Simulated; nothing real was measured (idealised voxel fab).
The name of this process module is voxel double patterning.
Shown is cross-section cut, with a width of 155 nm and square cells of size 5 nm.
Each cross-section below is a grid of square cells, stated as bands in top-down order, with one or more rows of cells making up each band.
Band: top and bottom heights (nm) first, top before bottom; then materials from left to right, widths in nm. "full width" marks a sole material filling the band edge to edge. "blank" denotes empty space.
Heights from 0 (as-received wafer is one material below). Bottom band endless downward, as "0..down".
When a width is written as two numbers, as in "30..40", the first number is the width in the top row of cells of the band and the second is the width in its bottom row, and the width changes by the same amount from each row to the next.
Where a step carries "no change", the cross-section came out of it unchanged, cell for cell.
The entry titled "Sealed-off cavities" provides the empty spaces that have no open way to the top, restricted to those of 8 cells or more. Each is presented as width x height at distance, the distance being measured from the left edge, with all three in nm.
Text after the settings on a step's line: the simulator's own remark on that step.
"overlay nm" denotes, for a step that has a mask, the displacement of the mask to the right of its planned place, with negative values corresponding to the left.
The process steps that were planned are listed below
1) RECEIVE [material Si]
2) CONFORMAL_DEP [material SiO2] [thk nm 5]
3) DIRECTIONAL_DEP [material polySi] [thk nm 10]
4) DIRECTIONAL_DEP [material SiN] [thk nm 10]
5) MASKED_ETCH [tone open] [mask id FIRST] [width nm 15] [pitch nm 50] [etch materials SiN] [depth nm 10] [overlay nm 0]
6) PATTERN [tone open] [mask id SECOND] [material resist] [width nm 15] [pitch nm 50] [thk nm 15] [overlay nm 0]
7) DIRECTIONAL_ETCH [etch materials SiN] [depth nm 10]
8) STRIP [etch materials resist]
9) DIRECTIONAL_ETCH [etch materials polySi] [depth nm 10]
10) STRIP [etch materials SiN]
Cross-section of the wafer as it came to us, i.e., already through step 1
	0..down  Si full width
	Sealed-off cavities: none
Wafer cross-section at end of module: start and plan as shown above, one execution error
	25..15  20 polySi | 15 blank | 10 polySi | 15 blank | 10 polySi | 15 blank | 10 polySi | 15 blank | 10 polySi | 15 blank | 20 polySi
	15..0  SiO2 full width
	0..down  Si full width
	Sealed-off cavities: none
Processing error: step 2, actual vs plan mismatch, actual run CONFORMAL_DEP [material SiO2] [thk nm 15]
